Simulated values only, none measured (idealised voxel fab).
You're looking at the process module voxel ribs on slabs.
Section shown: cut. Width: 225 nm. Cell size: 5 nm, square.
A cross-section is written here as square cells arranged in a grid, and it is given in bands from the top down, each band taking up one or more rows of cells. Within each band entry, the heights of the top and of the bottom of the band appear first, in that order and in nm; the materials of the band then follow from left to right, each with its corresponding width in nm. The designation "throughout" on a single material indicates that it fills the band from edge to edge; the designation "air" indicates empty space. Measure heights from 0. That's the level where, below it, the as-received wafer is all one material. The lowest band is bottomless and extends downward; write it as in "from 0 down". The notation "30->40" denotes a width that varies across the rows of cells in the band, beginning at the first number in the top row, finishing at the second number in the bottom row, and changing by an identical amount from each row to the next. "all unchanged" (step): cross-section cells unchanged, all of them. So "Sealed void inventory" is basically the list of trapped voids: any empty space of 8 cells or more that can't reach the top through an opening. They're written width x height at distance, the distance being from the left edge, and it's all nm. On each step's line, the part that comes after the settings is the simulator's own comment on the step. A step line may carry the setting "overlay nm", which, for steps involving a mask, states the distance by which the mask lay to the right of its intended position; negative values denote displacement to the left.
-- The following list gives the planned process steps
step 1: RECEIVE (material Si)
step 2: DIRECTIONAL_DEP (material SiO2; thk nm 30)
step 3: DIRECTIONAL_DEP (material SiN; thk nm 25)
step 4: PATTERN (tone cover; mask id RIB; material resist; width nm 20; thk nm 20; overlay nm 0)
step 5: DIRECTIONAL_ETCH (etch materials SiN; depth nm 10)
step 6: STRIP (etch materials resist)
step 7: MASKED_ETCH (tone cover; mask id SLAB; width nm 80; etch materials SiN; depth nm 15; overlay nm 0)
step 8: FILL_DEP (material SiO2; thk nm 25)
step 9: CMP (height nm 70)
step 10: DIRECTIONAL_DEP (material TiN; thk nm 10)
step 11: PATTERN (tone cover; mask id HEATER; material resist; width nm 30; thk nm 15; overlay nm 0)
step 12: DIRECTIONAL_ETCH (etch materials TiN; depth nm 10)
step 13: STRIP (etch materials resist)
step 14: CONFORMAL_DEP (material SiO2; thk nm 5)
-- First wafer, two in total, run as planned
-- As received (post step 1): cross-section
    from 0 down = Si throughout
    Sealed void inventory: none
-- Step 2 done - wafer cross-section
    from 30 to 0 = SiO2 throughout
    Everything below 0 is unchanged.
-- Step 3 done - wafer cross-section
    from 55 to 30 = SiN throughout
    Everything below 30 is unchanged.
-- Step 4 done - wafer cross-section
    from 75 to 55 = air=100, resist=20, air=105
    Everything below 55 is unchanged.
-- Step 5 done - wafer cross-section
    from 75 to 55 = air=100, resist=20, air=105
    from 55 to 45 = air=100, SiN=20, air=105
    Everything below 45 is unchanged.
-- Step 6 done - wafer cross-section
    from 55 to 45 = air=100, SiN=20, air=105
    Everything below 45 is unchanged.
-- Step 7 done - wafer cross-section
    from 55 to 45 = air=100, SiN=20, air=105
    from 45 to 30 = air=70, SiN=80, air=75
    Everything below 30 is unchanged.
-- Step 8 done - wafer cross-section
    from 80 to 55 = SiO2 throughout
    from 55 to 45 = SiO2=100, SiN=20, SiO2=105
    from 45 to 30 = SiO2=70, SiN=80, SiO2=75
    Everything below 30 is unchanged.
-- Step 9 done - wafer cross-section
    from 70 to 55 = SiO2 throughout
    Everything below 55 is unchanged.
-- Step 10 done - wafer cross-section
    from 80 to 70 = TiN throughout
    Everything below 70 is unchanged.
-- Step 11 done - wafer cross-section
    from 95 to 80 = air=95, resist=30, air=100
    Everything below 80 is unchanged.
-- Step 12 done - wafer cross-section
    from 95 to 80 = air=95, resist=30, air=100
    from 80 to 70 = air=95, TiN=30, air=100
    Everything below 70 is unchanged.
-- Step 13 done - wafer cross-section
    from 80 to 70 = air=95, TiN=30, air=100
    Everything below 70 is unchanged.
-- Step 14 done - wafer cross-section
    from 85 to 80 = air=90, SiO2=40, air=95
    from 80 to 75 = air=90, SiO2=5, TiN=30, SiO2=5, air=95
    from 75 to 70 = SiO2=95, TiN=30, SiO2=100
    Everything below 70 is unchanged.
-- Okay, second wafer. Nothing different at the start, nothing different in the plan, just one mistake somewhere in the running. As far as step 3, counting that step, it's the first wafer all over again
-- What the second wafer looks like in cross-section when step 4 should have wrapped up
    from 75 to 55 = air=95, resist=30, air=100
    Everything below 55 is unchanged.
-- What the second wafer looks like in cross-section when step 5 should have wrapped up
    from 75 to 55 = air=95, resist=30, air=100
    from 55 to 45 = air=95, SiN=30, air=100
    Everything below 45 is unchanged.
-- What the second wafer looks like in cross-section when step 6 should have wrapped up
    from 55 to 45 = air=95, SiN=30, air=100
    Everything below 45 is unchanged.
-- What the second wafer looks like in cross-section when step 7 should have wrapped up
    from 55 to 45 = air=95, SiN=30, air=100
    from 45 to 30 = air=70, SiN=80, air=75
    Everything below 30 is unchanged.
-- What the second wafer looks like in cross-section when step 8 should have wrapped up
    from 80 to 55 = SiO2 throughout
    from 55 to 45 = SiO2=95, SiN=30, SiO2=100
    from 45 to 30 = SiO2=70, SiN=80, SiO2=75
    Everything below 30 is unchanged.
-- What the second wafer looks like in cross-section when step 9 should have wrapped up
    from 70 to 55 = SiO2 throughout
    Everything below 55 is unchanged.
-- What the second wafer looks like in cross-section when step 10 should have wrapped up
    from 80 to 70 = TiN throughout
    Everything below 70 is unchanged.
-- What the second wafer looks like in cross-section when step 11 should have wrapped up
    from 95 to 80 = air=95, resist=30, air=100
    Everything below 80 is unchanged.
-- What the second wafer looks like in cross-section when step 12 should have wrapped up
    from 95 to 80 = air=95, resist=30, air=100
    from 80 to 70 = air=95, TiN=30, air=100
    Everything below 70 is unchanged.
-- What the second wafer looks like in cross-section when step 13 should have wrapped up
    from 80 to 70 = air=95, TiN=30, air=100
    Everything below 70 is unchanged.
-- What the second wafer looks like in cross-section when step 14 should have wrapped up
    from 85 to 80 = air=90, SiO2=40, air=95
    from 80 to 75 = air=90, SiO2=5, TiN=30, SiO2=5, air=95
    from 75 to 70 = SiO2=95, TiN=30, SiO2=100
    Everything below 70 is unchanged.
What was the processing mistake? step 4 was not run as planned; what actually ran was PATTERN (tone cover; mask id RIB; material resist; width nm 30; thk nm 20; overlay nm 0)
Bottom line after processing is that, in cells, the second wafer is up or down on some materials versus the first: SiN: 4 more, SiO2: 4 fewer
